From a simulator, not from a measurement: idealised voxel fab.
Title: Process Module voxel self aligned vias
Each square cell in cross-section cut measures 5 nm, and the section as a whole is 300 nm wide.
Throughout this document, each cross-section is represented as a grid of square cells and is presented as a sequence of bands enumerated from the top downward, where a band comprises one or more rows of cells. In this notation a band is specified by the heights of its top and bottom, in that order and in nm, after which its materials appear from left to right, each paired with its width in nm. The word "edge to edge" attached to a single material means that material fills the band from edge to edge; the word "blank" stands for empty space. Convention: height 0 is the level below which the wafer, as received, is all one material. The lowest band does not terminate at the bottom but continues downward, represented as "0 down". The expression "30->40" gives the width at the extremes of the band, the first number at its top row of cells and the second at its bottom row, with the width changing by equal amounts from each row to the next in between. You'll sometimes find "nothing got changed" written for a step, and that's the way of saying that nowhere in the cross-section did a cell change during that step. Closed internal cavities: empty space of 8 cells or more with no open way to the top, each as width x height at its distance from the left edge, in nm. Past the settings on a step's line: simulator remark, on that step. On any step carrying a mask, the "overlay nm" setting, if present on the step's line, tells how far right of its planned place the mask lay; negative values point to the left.

Planned process steps
1: RECEIVE [material Si]
2: CONFORMAL_DEP [material SiO2] [thk nm 15]
3: CONFORMAL_DEP [material SiCN] [thk nm 5]
4: DIRECTIONAL_DEP [material SiO2] [thk nm 25]
5: PATTERN [tone open] [mask id LINES] [material resist] [width nm 20] [pitch nm 60] [thk nm 15] [overlay nm 0]
6: DIRECTIONAL_ETCH [etch materials SiO2] [depth nm 25]
7: STRIP [etch materials resist]
8: CONFORMAL_DEP [material TiN] [thk nm 5]
9: FILL_DEP [material W] [thk nm 10]
10: CMP [height nm 45]
11: SELECTIVE_ETCH [etch materials W Ru TiN] [depth nm 5]
12: FILL_DEP [material SiN] [thk nm 5]
13: CMP [height nm 45]
14: DIRECTIONAL_DEP [material SiO2] [thk nm 20]
15: DIRECTIONAL_DEP [material aC] [thk nm 10]
16: PATTERN [tone open] [mask id VIAS] [material resist] [width nm 40] [pitch nm 60] [thk nm 30] [overlay nm 0]
17: DIRECTIONAL_ETCH [etch materials aC] [depth nm 10]
18: STRIP [etch materials resist]
19: DIRECTIONAL_ETCH [etch materials SiO2] [depth nm 20]
20: DIRECTIONAL_ETCH [etch materials SiN] [depth nm 5]
21: STRIP [etch materials aC]
22: CONFORMAL_DEP [material TiN] [thk nm 5]
23: FILL_DEP [material Ru] [thk nm 10]
24: CMP [height nm 65]
25: CONFORMAL_DEP [material SiN] [thk nm 5]

So, the first of our two wafers, run just as we planned it

Delivered wafer in cross-section: state after step 1
	0 down  Si edge to edge
	Closed internal cavities: none

The wafer, seen in cross-section, after step 2
	15 to 0  SiO2 edge to edge
	At heights below 0, the structure remains unaltered.

The wafer, seen in cross-section, after step 3
	20 to 15  SiCN edge to edge
	At heights below 15, the structure remains unaltered.

The wafer, seen in cross-section, after step 4
	45 to 20  SiO2 edge to edge
	At heights below 20, the structure remains unaltered.

The wafer, seen in cross-section, after step 5
	60 to 45  resist=80 / blank=20 / resist=40 / blank=20 / resist=40 / blank=20 / resist=80
	At heights below 45, the structure remains unaltered.

The wafer, seen in cross-section, after step 6
	60 to 45  resist=80 / blank=20 / resist=40 / blank=20 / resist=40 / blank=20 / resist=80
	45 to 20  SiO2=80 / blank=20 / SiO2=40 / blank=20 / SiO2=40 / blank=20 / SiO2=80
	At heights below 20, the structure remains unaltered.

The wafer, seen in cross-section, after step 7
	45 to 20  SiO2=80 / blank=20 / SiO2=40 / blank=20 / SiO2=40 / blank=20 / SiO2=80
	At heights below 20, the structure remains unaltered.

The wafer, seen in cross-section, after step 8
	50 to 45  TiN=85 / blank=10 / TiN=50 / blank=10 / TiN=50 / blank=10 / TiN=85
	45 to 25  SiO2=80 / TiN=5 / blank=10 / TiN=5 / SiO2=40 / TiN=5 / blank=10 / TiN=5 / SiO2=40 / TiN=5 / blank=10 / TiN=5 / SiO2=80
	25 to 20  SiO2=80 / TiN=20 / SiO2=40 / TiN=20 / SiO2=40 / TiN=20 / SiO2=80
	At heights below 20, the structure remains unaltered.

The wafer, seen in cross-section, after step 9
	60 to 50  W edge to edge
	50 to 45  TiN=85 / W=10 / TiN=50 / W=10 / TiN=50 / W=10 / TiN=85
	45 to 25  SiO2=80 / TiN=5 / W=10 / TiN=5 / SiO2=40 / TiN=5 / W=10 / TiN=5 / SiO2=40 / TiN=5 / W=10 / TiN=5 / SiO2=80
	At heights below 25, the structure remains unaltered.

The wafer, seen in cross-section, after step 10
	45 to 25  SiO2=80 / TiN=5 / W=10 / TiN=5 / SiO2=40 / TiN=5 / W=10 / TiN=5 / SiO2=40 / TiN=5 / W=10 / TiN=5 / SiO2=80
	At heights below 25, the structure remains unaltered.

The wafer, seen in cross-section, after step 11
	45 to 40  SiO2=80 / blank=20 / SiO2=40 / blank=20 / SiO2=40 / blank=20 / SiO2=80
	At heights below 40, the structure remains unaltered.

The wafer, seen in cross-section, after step 12
	50 to 45  SiN edge to edge
	45 to 40  SiO2=80 / SiN=20 / SiO2=40 / SiN=20 / SiO2=40 / SiN=20 / SiO2=80
	At heights below 40, the structure remains unaltered.

The wafer, seen in cross-section, after step 13
	45 to 40  SiO2=80 / SiN=20 / SiO2=40 / SiN=20 / SiO2=40 / SiN=20 / SiO2=80
	At heights below 40, the structure remains unaltered.

The wafer, seen in cross-section, after step 14
	65 to 45  SiO2 edge to edge
	At heights below 45, the structure remains unaltered.

The wafer, seen in cross-section, after step 15
	75 to 65  aC edge to edge
	At heights below 65, the structure remains unaltered.

The wafer, seen in cross-section, after step 16
	105 to 75  resist=70 / blank=40 / resist=20 / blank=40 / resist=20 / blank=40 / resist=70
	At heights below 75, the structure remains unaltered.

The wafer, seen in cross-section, after step 17
	95 to 75  resist=70 / blank=40 / resist=20 / blank=40 / resist=20 / blank=40 / resist=70
	75 to 65  aC=70 / blank=40 / aC=20 / blank=40 / aC=20 / blank=40 / aC=70
	At heights below 65, the structure remains unaltered.

The wafer, seen in cross-section, after step 18
	75 to 65  aC=70 / blank=40 / aC=20 / blank=40 / aC=20 / blank=40 / aC=70
	At heights below 65, the structure remains unaltered.

The wafer, seen in cross-section, after step 19
	75 to 65  aC=70 / blank=40 / aC=20 / blank=40 / aC=20 / blank=40 / aC=70
	65 to 45  SiO2=70 / blank=40 / SiO2=20 / blank=40 / SiO2=20 / blank=40 / SiO2=70
	At heights below 45, the structure remains unaltered.

The wafer, seen in cross-section, after step 20
	75 to 65  aC=70 / blank=40 / aC=20 / blank=40 / aC=20 / blank=40 / aC=70
	65 to 45  SiO2=70 / blank=40 / SiO2=20 / blank=40 / SiO2=20 / blank=40 / SiO2=70
	45 to 40  SiO2=80 / blank=20 / SiO2=40 / blank=20 / SiO2=40 / blank=20 / SiO2=80
	At heights below 40, the structure remains unaltered.

The wafer, seen in cross-section, after step 21
	65 to 45  SiO2=70 / blank=40 / SiO2=20 / blank=40 / SiO2=20 / blank=40 / SiO2=70
	At heights below 45, the structure remains unaltered.

The wafer, seen in cross-section, after step 22
	70 to 65  TiN=75 / blank=30 / TiN=30 / blank=30 / TiN=30 / blank=30 / TiN=75
	65 to 50  SiO2=70 / TiN=5 / blank=30 / TiN=5 / SiO2=20 / TiN=5 / blank=30 / TiN=5 / SiO2=20 / TiN=5 / blank=30 / TiN=5 / SiO2=70
	50 to 45  SiO2=70 / TiN=15 / blank=10 / TiN=15 / SiO2=20 / TiN=15 / blank=10 / TiN=15 / SiO2=20 / TiN=15 / blank=10 / TiN=15 / SiO2=70
	45 to 40  SiO2=80 / TiN=20 / SiO2=40 / TiN=20 / SiO2=40 / TiN=20 / SiO2=80
	At heights below 40, the structure remains unaltered.

The wafer, seen in cross-section, after step 23
	80 to 70  Ru edge to edge
	70 to 65  TiN=75 / Ru=30 / TiN=30 / Ru=30 / TiN=30 / Ru=30 / TiN=75
	65 to 50  SiO2=70 / TiN=5 / Ru=30 / TiN=5 / SiO2=20 / TiN=5 / Ru=30 / TiN=5 / SiO2=20 / TiN=5 / Ru=30 / TiN=5 / SiO2=70
	50 to 45  SiO2=70 / TiN=15 / Ru=10 / TiN=15 / SiO2=20 / TiN=15 / Ru=10 / TiN=15 / SiO2=20 / TiN=15 / Ru=10 / TiN=15 / SiO2=70
	At heights below 45, the structure remains unaltered.

The wafer, seen in cross-section, after step 24
	65 to 50  SiO2=70 / TiN=5 / Ru=30 / TiN=5 / SiO2=20 / TiN=5 / Ru=30 / TiN=5 / SiO2=20 / TiN=5 / Ru=30 / TiN=5 / SiO2=70
	At heights below 50, the structure remains unaltered.

The wafer, seen in cross-section, after step 25
	70 to 65  SiN edge to edge
	At heights below 65, the structure remains unaltered.

Now the other wafer: same start, same recipe, but we messed up one thing when running it. Up to and including step 15 it's the same as the first one

The second wafer cut through, at the time step 16 was supposed to be finished
	105 to 75  blank=70 / resist=40 / blank=20 / resist=40 / blank=20 / resist=40 / blank=70
	At heights below 75, the structure remains unaltered.

The second wafer cut through, at the time step 17 was supposed to be finished
	95 to 75  blank=70 / resist=40 / blank=20 / resist=40 / blank=20 / resist=40 / blank=70
	75 to 65  blank=70 / aC=40 / blank=20 / aC=40 / blank=20 / aC=40 / blank=70
	At heights below 65, the structure remains unaltered.

The second wafer cut through, at the time step 18 was supposed to be finished
	75 to 65  blank=70 / aC=40 / blank=20 / aC=40 / blank=20 / aC=40 / blank=70
	At heights below 65, the structure remains unaltered.

The second wafer cut through, at the time step 19 was supposed to be finished
	75 to 65  blank=70 / aC=40 / blank=20 / aC=40 / blank=20 / aC=40 / blank=70
	65 to 45  blank=70 / SiO2=40 / blank=20 / SiO2=40 / blank=20 / SiO2=40 / blank=70
	At heights below 45, the structure remains unaltered.

The second wafer cut through, at the time step 20 was supposed to be finished: nothing got changed

The second wafer cut through, at the time step 21 was supposed to be finished
	65 to 45  blank=70 / SiO2=40 / blank=20 / SiO2=40 / blank=20 / SiO2=40 / blank=70
	At heights below 45, the structure remains unaltered.

The second wafer cut through, at the time step 22 was supposed to be finished
	70 to 65  blank=65 / TiN=50 / blank=10 / TiN=50 / blank=10 / TiN=50 / blank=65
	65 to 50  blank=65 / TiN=5 / SiO2=40 / TiN=5 / blank=10 / TiN=5 / SiO2=40 / TiN=5 / blank=10 / TiN=5 / SiO2=40 / TiN=5 / blank=65
	50 to 45  TiN=70 / SiO2=40 / TiN=20 / SiO2=40 / TiN=20 / SiO2=40 / TiN=70
	At heights below 45, the structure remains unaltered.

The second wafer cut through, at the time step 23 was supposed to be finished
	80 to 70  Ru edge to edge
	70 to 65  Ru=65 / TiN=50 / Ru=10 / TiN=50 / Ru=10 / TiN=50 / Ru=65
	65 to 50  Ru=65 / TiN=5 / SiO2=40 / TiN=5 / Ru=10 / TiN=5 / SiO2=40 / TiN=5 / Ru=10 / TiN=5 / SiO2=40 / TiN=5 / Ru=65
	At heights below 50, the structure remains unaltered.

The second wafer cut through, at the time step 24 was supposed to be finished
	65 to 50  Ru=65 / TiN=5 / SiO2=40 / TiN=5 / Ru=10 / TiN=5 / SiO2=40 / TiN=5 / Ru=10 / TiN=5 / SiO2=40 / TiN=5 / Ru=65
	At heights below 50, the structure remains unaltered.

The second wafer cut through, at the time step 25 was supposed to be finished
	70 to 65  SiN edge to edge
	At heights below 65, the structure remains unaltered.
What was the processing mistake? step 16 was run on a setting that differed from the plan, and what really ran there is PATTERN [tone cover] [mask id VIAS] [material resist] [width nm 40] [pitch nm 60] [thk nm 30] [overlay nm 0]
Final difference in cells, second wafer against first, listed per material as more or fewer: Ru +30; SiN +12; SiO2 -48; TiN +6
